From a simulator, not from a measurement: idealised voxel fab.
process module | voxel tone inversion
The figure presents cross-section cut, which has a width of 300 nm and is divided into square cells with an edge length of 5 nm.
Each cross-section below is a grid of square cells, stated as bands in top-down order, with one or more rows of cells making up each band.
Quick guide to a band line: top height, bottom height (nm) up front; then every material left to right with its width in nm. Only one material and it's marked "everywhere"? Then it fills the band edge to edge. And "air" just means empty space.
The reference from which all heights are counted is 0, the level beneath which the as-received wafer is entirely one material; the lowest band, having no lower bound, proceeds downward and is written after the example "top 0, no bottom".
Width: "30 to 40" (first number = top row, second number = bottom row, same change from row to row of cells).
"remains unaltered" after a step means that no cell of the cross-section changed.
"Fully sealed voids" means: voids of 8 cells or more that are shut off from the top with no open way through. Written width x height at distance, distance from the left edge, in nm.
Past the settings on a step's line: simulator remark, on that step.
A step line may carry the setting "overlay nm", which, for steps involving a mask, states the distance by which the mask lay to the right of its intended position; negative values denote displacement to the left.
### Process steps foreseen in the plan
- 1: RECEIVE (material Si)
- 2: CONFORMAL_DEP (material SiN; thk nm 5)
- 3: DIRECTIONAL_DEP (material aC; thk nm 20)
- 4: PATTERN (tone cover; mask id POSTS; material resist; width nm 25; pitch nm 45; thk nm 25; overlay nm 0)
- 5: DIRECTIONAL_ETCH (etch materials aC; depth nm 20)
- 6: STRIP (etch materials resist)
- 7: FILL_DEP (material SiO2; thk nm 10)
- 8: CMP (height nm 25)
- 9: STRIP (etch materials aC)
### Below: the first of two wafers, run as planned
### Cross-sectional view of the wafer in its as-received condition, corresponding to the state after step 1
* top 0, no bottom  Si everywhere
* Fully sealed voids: none
### Step 2 done - wafer cross-section
* top 5, bottom 0  SiN everywhere
* Below 0 it's all the same as before, nothing changed down there.
### Step 3 done - wafer cross-section
* top 25, bottom 5  aC everywhere
* Below 5 it's all the same as before, nothing changed down there.
### Step 4 done - wafer cross-section
* top 50, bottom 25  air (70), then resist (25), then air (20), then resist (25), then air (20), then resist (25), then air (20), then resist (25), then air (70)
* Below 25 it's all the same as before, nothing changed down there.
### Step 5 done - wafer cross-section
* top 30, bottom 25  air (70), then resist (25), then air (20), then resist (25), then air (20), then resist (25), then air (20), then resist (25), then air (70)
* top 25, bottom 5  air (70), then aC (25), then air (20), then aC (25), then air (20), then aC (25), then air (20), then aC (25), then air (70)
* Below 5 it's all the same as before, nothing changed down there.
### Step 6 done - wafer cross-section
* top 25, bottom 5  air (70), then aC (25), then air (20), then aC (25), then air (20), then aC (25), then air (20), then aC (25), then air (70)
* Below 5 it's all the same as before, nothing changed down there.
### Step 7 done - wafer cross-section
* top 35, bottom 25  SiO2 everywhere
* top 25, bottom 5  SiO2 (70), then aC (25), then SiO2 (20), then aC (25), then SiO2 (20), then aC (25), then SiO2 (20), then aC (25), then SiO2 (70)
* Below 5 it's all the same as before, nothing changed down there.
### Step 8 done - wafer cross-section
* top 25, bottom 5  SiO2 (70), then aC (25), then SiO2 (20), then aC (25), then SiO2 (20), then aC (25), then SiO2 (20), then aC (25), then SiO2 (70)
* Below 5 it's all the same as before, nothing changed down there.
### Step 9 done - wafer cross-section
* top 25, bottom 5  SiO2 (70), then air (25), then SiO2 (20), then air (25), then SiO2 (20), then air (25), then SiO2 (20), then air (25), then SiO2 (70)
* Below 5 it's all the same as before, nothing changed down there.
### Okay, second wafer. Nothing different at the start, nothing different in the plan, just one mistake somewhere in the running. As far as step 1, counting that step, it's the first wafer all over again
Second wafer, cut view, end of step 2 per plan: remains unaltered
### Second wafer, cut view, end of step 3 per plan
* top 20, bottom 0  aC everywhere
* Below 0 it's all the same as before, nothing changed down there.
### Second wafer, cut view, end of step 4 per plan
* top 45, bottom 20  air (70), then resist (25), then air (20), then resist (25), then air (20), then resist (25), then air (20), then resist (25), then air (70)
* Below 20 it's all the same as before, nothing changed down there.
### Second wafer, cut view, end of step 5 per plan
* top 25, bottom 20  air (70), then resist (25), then air (20), then resist (25), then air (20), then resist (25), then air (20), then resist (25), then air (70)
* top 20, bottom 0  air (70), then aC (25), then air (20), then aC (25), then air (20), then aC (25), then air (20), then aC (25), then air (70)
* Below 0 it's all the same as before, nothing changed down there.
### Second wafer, cut view, end of step 6 per plan
* top 20, bottom 0  air (70), then aC (25), then air (20), then aC (25), then air (20), then aC (25), then air (20), then aC (25), then air (70)
* Below 0 it's all the same as before, nothing changed down there.
### Second wafer, cut view, end of step 7 per plan
* top 30, bottom 20  SiO2 everywhere
* top 20, bottom 0  SiO2 (70), then aC (25), then SiO2 (20), then aC (25), then SiO2 (20), then aC (25), then SiO2 (20), then aC (25), then SiO2 (70)
* Below 0 it's all the same as before, nothing changed down there.
### Second wafer, cut view, end of step 8 per plan
* top 25, bottom 20  SiO2 everywhere
* Below 20 it's all the same as before, nothing changed down there.
Second wafer, cut view, end of step 9 per plan: remains unaltered
Against the plan, the run slipped here: step 2 of the plan never got run, it was skipped over
End of process, cell counts, second wafer against first, materials with more or fewer: SiN: 60 fewer, SiO2: 60 more, aC: 80 more
